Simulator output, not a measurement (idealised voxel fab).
The following process module bears the name voxel capacitor over wiring.
Shown is cross-section cut, with a width of 285 nm and square cells of size 5 nm.
Cross-section layout: square cells on a grid; listed as bands, top to bottom; a band spans one or more cell rows.
It is stipulated that each band's entry specify, in nanometres, the height of the top of the band and then that of its bottom, followed by the materials of the band in left-to-right sequence, each together with its width in nanometres. A single material marked by the word "edge to edge" is understood to fill the band from edge to edge; the word "blank" is understood to denote empty space.
All heights in this document are referenced to 0, defined as the level beneath which the wafer, as received, consists entirely of one material. The lowest band is not bounded below; it extends indefinitely downward and is written in the form "0..down".
Width "30..40": first value at the band's top row of cells, second value at its bottom row, equal change from row to row.
For the purposes of this document, the phrase "same as before" attached to a step denotes that no cell within the cross-section was modified by that step.
For the entry "Completely sealed voids", the listed items are empty spaces with no open way to the top whose size is 8 cells or more; each item follows the pattern width x height at distance, where distance is from the left edge and all three are in nm.
Heads up: the bit after the settings on a step's line is the simulator's remark on that step.
A step's line can hold "overlay nm"; with a mask on that step, the setting says how far right of the planned place the mask lay, while a negative setting says it lay to the left.

-- The planned process steps are enumerated hereunder
1,RECEIVE | material Si
2,CONFORMAL_DEP | material SiO2 | thk nm 10
3,DIRECTIONAL_DEP | material TiN | thk nm 5
4,DIRECTIONAL_DEP | material Ru | thk nm 15
5,PATTERN | tone cover | mask id METAL_1 | material resist | width nm 30 | pitch nm 80 | thk nm 20 | overlay nm 0
6,DIRECTIONAL_ETCH | etch materials Ru | depth nm 15
7,DIRECTIONAL_ETCH | etch materials TiN | depth nm 5
8,STRIP | etch materials resist
9,CONFORMAL_DEP | material SiN | thk nm 5
10,FILL_DEP | material lowk | thk nm 5
11,CMP | height nm 30
12,CONFORMAL_DEP | material SiCN | thk nm 5
13,DIRECTIONAL_DEP | material SiO2 | thk nm 10
14,MASKED_ETCH | tone open | mask id PLUG_1 | width nm 15 | etch materials SiO2 | depth nm 10 | overlay nm 0
15,MASKED_ETCH | tone open | mask id PLUG_1 | width nm 15 | etch materials SiCN | depth nm 5 | overlay nm 0
16,EPI | material Ru | thk nm 10
17,EPI | material Ru | thk nm 5
18,DIRECTIONAL_DEP | material TiN | thk nm 10
19,DIRECTIONAL_DEP | material Al2O3 | thk nm 5
20,DIRECTIONAL_DEP | material TiN | thk nm 10
21,PATTERN | tone cover | mask id UPPER_PLATE | material resist | width nm 55 | thk nm 20 | overlay nm 0
22,DIRECTIONAL_ETCH | etch materials TiN | depth nm 10
23,DIRECTIONAL_ETCH | etch materials Al2O3 | depth nm 5
24,STRIP | etch materials resist
25,MASKED_ETCH | tone cover | mask id LOWER_PLATE | width nm 65 | etch materials TiN | depth nm 10 | overlay nm 0
26,FILL_DEP | material SiO2 | thk nm 15
27,CMP | height nm 80
28,DIRECTIONAL_DEP | material aC | thk nm 10
29,PATTERN | tone open | mask id PLUG_2 | material resist | width nm 15 | thk nm 30 | overlay nm 0
30,DIRECTIONAL_ETCH | etch materials aC | depth nm 10
31,STRIP | etch materials resist
32,DIRECTIONAL_ETCH | etch materials SiO2 | depth nm 10
33,STRIP | etch materials aC
34,CONFORMAL_DEP | material TiN | thk nm 5
35,FILL_DEP | material Ru | thk nm 5
36,CMP | height nm 80
37,CONFORMAL_DEP | material SiCN | thk nm 5

-- First of the two wafers, run per plan

-- So this is the incoming wafer in cross-section - it's already been through step 1
  0..down = Si edge to edge
  Completely sealed voids: none

-- So this is the wafer cross-section right after step 2
  10..0 = SiO2 edge to edge
  Rest of section, below 0: as before.

-- So this is the wafer cross-section right after step 3
  15..10 = TiN edge to edge
  Rest of section, below 10: as before.

-- So this is the wafer cross-section right after step 4
  30..15 = Ru edge to edge
  Rest of section, below 15: as before.

-- So this is the wafer cross-section right after step 5
  50..30 = 85 nm blank, 30 nm resist, 50 nm blank, 30 nm resist, 90 nm blank
  Rest of section, below 30: as before.

-- So this is the wafer cross-section right after step 6
  50..30 = 85 nm blank, 30 nm resist, 50 nm blank, 30 nm resist, 90 nm blank
  30..15 = 85 nm blank, 30 nm Ru, 50 nm blank, 30 nm Ru, 90 nm blank
  Rest of section, below 15: as before.

-- So this is the wafer cross-section right after step 7
  50..30 = 85 nm blank, 30 nm resist, 50 nm blank, 30 nm resist, 90 nm blank
  30..15 = 85 nm blank, 30 nm Ru, 50 nm blank, 30 nm Ru, 90 nm blank
  15..10 = 85 nm blank, 30 nm TiN, 50 nm blank, 30 nm TiN, 90 nm blank
  Rest of section, below 10: as before.

-- So this is the wafer cross-section right after step 8
  30..15 = 85 nm blank, 30 nm Ru, 50 nm blank, 30 nm Ru, 90 nm blank
  Rest of section, below 15: as before.

-- So this is the wafer cross-section right after step 9
  35..30 = 80 nm blank, 40 nm SiN, 40 nm blank, 40 nm SiN, 85 nm blank
  30..15 = 80 nm blank, 5 nm SiN, 30 nm Ru, 5 nm SiN, 40 nm blank, 5 nm SiN, 30 nm Ru, 5 nm SiN, 85 nm blank
  15..10 = 85 nm SiN, 30 nm TiN, 50 nm SiN, 30 nm TiN, 90 nm SiN
  Rest of section, below 10: as before.

-- So this is the wafer cross-section right after step 10
  40..35 = lowk edge to edge
  35..30 = 80 nm lowk, 40 nm SiN, 40 nm lowk, 40 nm SiN, 85 nm lowk
  30..15 = 80 nm lowk, 5 nm SiN, 30 nm Ru, 5 nm SiN, 40 nm lowk, 5 nm SiN, 30 nm Ru, 5 nm SiN, 85 nm lowk
  Rest of section, below 15: as before.

-- So this is the wafer cross-section right after step 11
  30..15 = 80 nm lowk, 5 nm SiN, 30 nm Ru, 5 nm SiN, 40 nm lowk, 5 nm SiN, 30 nm Ru, 5 nm SiN, 85 nm lowk
  Rest of section, below 15: as before.

-- So this is the wafer cross-section right after step 12
  35..30 = SiCN edge to edge
  Rest of section, below 30: as before.

-- So this is the wafer cross-section right after step 13
  45..35 = SiO2 edge to edge
  Rest of section, below 35: as before.

-- So this is the wafer cross-section right after step 14
  45..35 = 100 nm SiO2, 15 nm blank, 170 nm SiO2
  Rest of section, below 35: as before.

-- So this is the wafer cross-section right after step 15
  45..35 = 100 nm SiO2, 15 nm blank, 170 nm SiO2
  35..30 = 100 nm SiCN, 15 nm blank, 170 nm SiCN
  Rest of section, below 30: as before.

-- So this is the wafer cross-section right after step 16
  45..40 = 100 nm SiO2, 15 nm blank, 170 nm SiO2
  40..35 = 100 nm SiO2, 15 nm Ru, 170 nm SiO2
  35..30 = 100 nm SiCN, 15 nm Ru, 170 nm SiCN
  Rest of section, below 30: as before.

-- So this is the wafer cross-section right after step 17
  45..35 = 100 nm SiO2, 15 nm Ru, 170 nm SiO2
  Rest of section, below 35: as before.

-- So this is the wafer cross-section right after step 18
  55..45 = TiN edge to edge
  Rest of section, below 45: as before.

-- So this is the wafer cross-section right after step 19
  60..55 = Al2O3 edge to edge
  Rest of section, below 55: as before.

-- So this is the wafer cross-section right after step 20
  70..60 = TiN edge to edge
  Rest of section, below 60: as before.

-- So this is the wafer cross-section right after step 21
  90..70 = 100 nm blank, 55 nm resist, 130 nm blank
  Rest of section, below 70: as before.

-- So this is the wafer cross-section right after step 22
  90..70 = 100 nm blank, 55 nm resist, 130 nm blank
  70..60 = 100 nm blank, 55 nm TiN, 130 nm blank
  Rest of section, below 60: as before.

-- So this is the wafer cross-section right after step 23
  90..70 = 100 nm blank, 55 nm resist, 130 nm blank
  70..60 = 100 nm blank, 55 nm TiN, 130 nm blank
  60..55 = 100 nm blank, 55 nm Al2O3, 130 nm blank
  Rest of section, below 55: as before.

-- So this is the wafer cross-section right after step 24
  70..60 = 100 nm blank, 55 nm TiN, 130 nm blank
  Rest of section, below 60: as before.

-- So this is the wafer cross-section right after step 25
  70..60 = 100 nm blank, 55 nm TiN, 130 nm blank
  60..55 = 100 nm blank, 55 nm Al2O3, 130 nm blank
  55..45 = 95 nm blank, 65 nm TiN, 125 nm blank
  Rest of section, below 45: as before.

-- So this is the wafer cross-section right after step 26
  85..70 = SiO2 edge to edge
  70..60 = 100 nm SiO2, 55 nm TiN, 130 nm SiO2
  60..55 = 100 nm SiO2, 55 nm Al2O3, 130 nm SiO2
  55..45 = 95 nm SiO2, 65 nm TiN, 125 nm SiO2
  Rest of section, below 45: as before.

-- So this is the wafer cross-section right after step 27
  80..70 = SiO2 edge to edge
  Rest of section, below 70: as before.

-- So this is the wafer cross-section right after step 28
  90..80 = aC edge to edge
  Rest of section, below 80: as before.

-- So this is the wafer cross-section right after step 29
  120..90 = 110 nm resist, 15 nm blank, 160 nm resist
  Rest of section, below 90: as before.

-- So this is the wafer cross-section right after step 30
  110..90 = 110 nm resist, 15 nm blank, 160 nm resist
  90..80 = 110 nm aC, 15 nm blank, 160 nm aC
  Rest of section, below 80: as before.

-- So this is the wafer cross-section right after step 31
  90..80 = 110 nm aC, 15 nm blank, 160 nm aC
  Rest of section, below 80: as before.

-- So this is the wafer cross-section right after step 32
  90..80 = 110 nm aC, 15 nm blank, 160 nm aC
  80..70 = 110 nm SiO2, 15 nm blank, 160 nm SiO2
  Rest of section, below 70: as before.

-- So this is the wafer cross-section right after step 33
  80..70 = 110 nm SiO2, 15 nm blank, 160 nm SiO2
  Rest of section, below 70: as before.

-- So this is the wafer cross-section right after step 34
  85..80 = 115 nm TiN, 5 nm blank, 165 nm TiN
  80..75 = 110 nm SiO2, 5 nm TiN, 5 nm blank, 5 nm TiN, 160 nm SiO2
  75..70 = 110 nm SiO2, 15 nm TiN, 160 nm SiO2
  Rest of section, below 70: as before.

-- So this is the wafer cross-section right after step 35
  90..85 = Ru edge to edge
  85..80 = 115 nm TiN, 5 nm Ru, 165 nm TiN
  80..75 = 110 nm SiO2, 5 nm TiN, 5 nm Ru, 5 nm TiN, 160 nm SiO2
  Rest of section, below 75: as before.

-- So this is the wafer cross-section right after step 36
  80..75 = 110 nm SiO2, 5 nm TiN, 5 nm Ru, 5 nm TiN, 160 nm SiO2
  Rest of section, below 75: as before.

-- So this is the wafer cross-section right after step 37
  85..80 = SiCN edge to edge
  Rest of section, below 80: as before.

-- The second wafer began exactly as the first did and followed the same plan, but one mistake was made while running it; through step 15 inclusive, the two wafers are identical

-- Second wafer: cross-section at the scheduled end of step 16
  50..45 = 95 nm blank, 25 nm Ru, 165 nm blank
  45..35 = 100 nm SiO2, 15 nm Ru, 170 nm SiO2
  35..30 = 100 nm SiCN, 15 nm Ru, 170 nm SiCN
  Rest of section, below 30: as before.

-- Second wafer: cross-section at the scheduled end of step 17
  55..45 = 90 nm blank, 35 nm Ru, 160 nm blank
  Rest of section, below 45: as before.

-- Second wafer: cross-section at the scheduled end of step 18
  65..55 = 90 nm blank, 35 nm TiN, 160 nm blank
  55..45 = 90 nm TiN, 35 nm Ru, 160 nm TiN
  Rest of section, below 45: as before.

-- Second wafer: cross-section at the scheduled end of step 19
  70..65 = 90 nm blank, 35 nm Al2O3, 160 nm blank
  65..60 = 90 nm blank, 35 nm TiN, 160 nm blank
  60..55 = 90 nm Al2O3, 35 nm TiN, 160 nm Al2O3
  Rest of section, below 55: as before.

-- Second wafer: cross-section at the scheduled end of step 20
  80..70 = 90 nm blank, 35 nm TiN, 160 nm blank
  70..65 = 90 nm TiN, 35 nm Al2O3, 160 nm TiN
  65..60 = TiN edge to edge
  Rest of section, below 60: as before.

-- Second wafer: cross-section at the scheduled end of step 21
  100..80 = 100 nm blank, 55 nm resist, 130 nm blank
  80..70 = 90 nm blank, 35 nm TiN, 30 nm resist, 130 nm blank
  Rest of section, below 70: as before.

-- Second wafer: cross-section at the scheduled end of step 22
  100..80 = 100 nm blank, 55 nm resist, 130 nm blank
  80..70 = 100 nm blank, 25 nm TiN, 30 nm resist, 130 nm blank
  70..65 = 90 nm blank, 35 nm Al2O3, 30 nm TiN, 130 nm blank
  65..60 = 90 nm blank, 65 nm TiN, 130 nm blank
  Rest of section, below 60: as before.

-- Second wafer: cross-section at the scheduled end of step 23
  100..80 = 100 nm blank, 55 nm resist, 130 nm blank
  80..70 = 100 nm blank, 25 nm TiN, 30 nm resist, 130 nm blank
  70..65 = 100 nm blank, 25 nm Al2O3, 30 nm TiN, 130 nm blank
  65..60 = 90 nm blank, 65 nm TiN, 130 nm blank
  60..55 = 90 nm blank, 35 nm TiN, 30 nm Al2O3, 130 nm blank
  Rest of section, below 55: as before.

-- Second wafer: cross-section at the scheduled end of step 24
  80..70 = 100 nm blank, 25 nm TiN, 160 nm blank
  Rest of section, below 70: as before.

-- Second wafer: cross-section at the scheduled end of step 25
  80..70 = 100 nm blank, 25 nm TiN, 160 nm blank
  70..65 = 100 nm blank, 25 nm Al2O3, 30 nm TiN, 130 nm blank
  65..60 = 95 nm blank, 60 nm TiN, 130 nm blank
  60..55 = 95 nm blank, 30 nm TiN, 30 nm Al2O3, 130 nm blank
  55..45 = 90 nm blank, 35 nm Ru, 35 nm TiN, 125 nm blank
  Rest of section, below 45: as before.

-- Second wafer: cross-section at the scheduled end of step 26
  95..80 = SiO2 edge to edge
  80..70 = 100 nm SiO2, 25 nm TiN, 160 nm SiO2
  70..65 = 100 nm SiO2, 25 nm Al2O3, 30 nm TiN, 130 nm SiO2
  65..60 = 95 nm SiO2, 60 nm TiN, 130 nm SiO2
  60..55 = 95 nm SiO2, 30 nm TiN, 30 nm Al2O3, 130 nm SiO2
  55..45 = 90 nm SiO2, 35 nm Ru, 35 nm TiN, 125 nm SiO2
  Rest of section, below 45: as before.

-- Second wafer: cross-section at the scheduled end of step 27
  80..70 = 100 nm SiO2, 25 nm TiN, 160 nm SiO2
  Rest of section, below 70: as before.

-- Second wafer: cross-section at the scheduled end of step 28
  90..80 = aC edge to edge
  Rest of section, below 80: as before.

-- Second wafer: cross-section at the scheduled end of step 29
  120..90 = 110 nm resist, 15 nm blank, 160 nm resist
  Rest of section, below 90: as before.

-- Second wafer: cross-section at the scheduled end of step 30
  110..90 = 110 nm resist, 15 nm blank, 160 nm resist
  90..80 = 110 nm aC, 15 nm blank, 160 nm aC
  Rest of section, below 80: as before.

-- Second wafer: cross-section at the scheduled end of step 31
  90..80 = 110 nm aC, 15 nm blank, 160 nm aC
  Rest of section, below 80: as before.

Second wafer: cross-section at the scheduled end of step 32: same as before

-- Second wafer: cross-section at the scheduled end of step 33
  80..70 = 100 nm SiO2, 25 nm TiN, 160 nm SiO2
  Rest of section, below 70: as before.

-- Second wafer: cross-section at the scheduled end of step 34
  85..80 = TiN edge to edge
  Rest of section, below 80: as before.

-- Second wafer: cross-section at the scheduled end of step 35
  90..85 = Ru edge to edge
  Rest of section, below 85: as before.

-- Second wafer: cross-section at the scheduled end of step 36
  80..70 = 100 nm SiO2, 25 nm TiN, 160 nm SiO2
  Rest of section, below 70: as before.

-- Second wafer: cross-section at the scheduled end of step 37
  85..80 = SiCN edge to edge
  Rest of section, below 80: as before.
Run error: step 16 from the plan got run twice
Cell-count delta at end, second wafer over first, by material: Ru: 13 more, SiO2: 8 fewer, TiN: 5 fewer
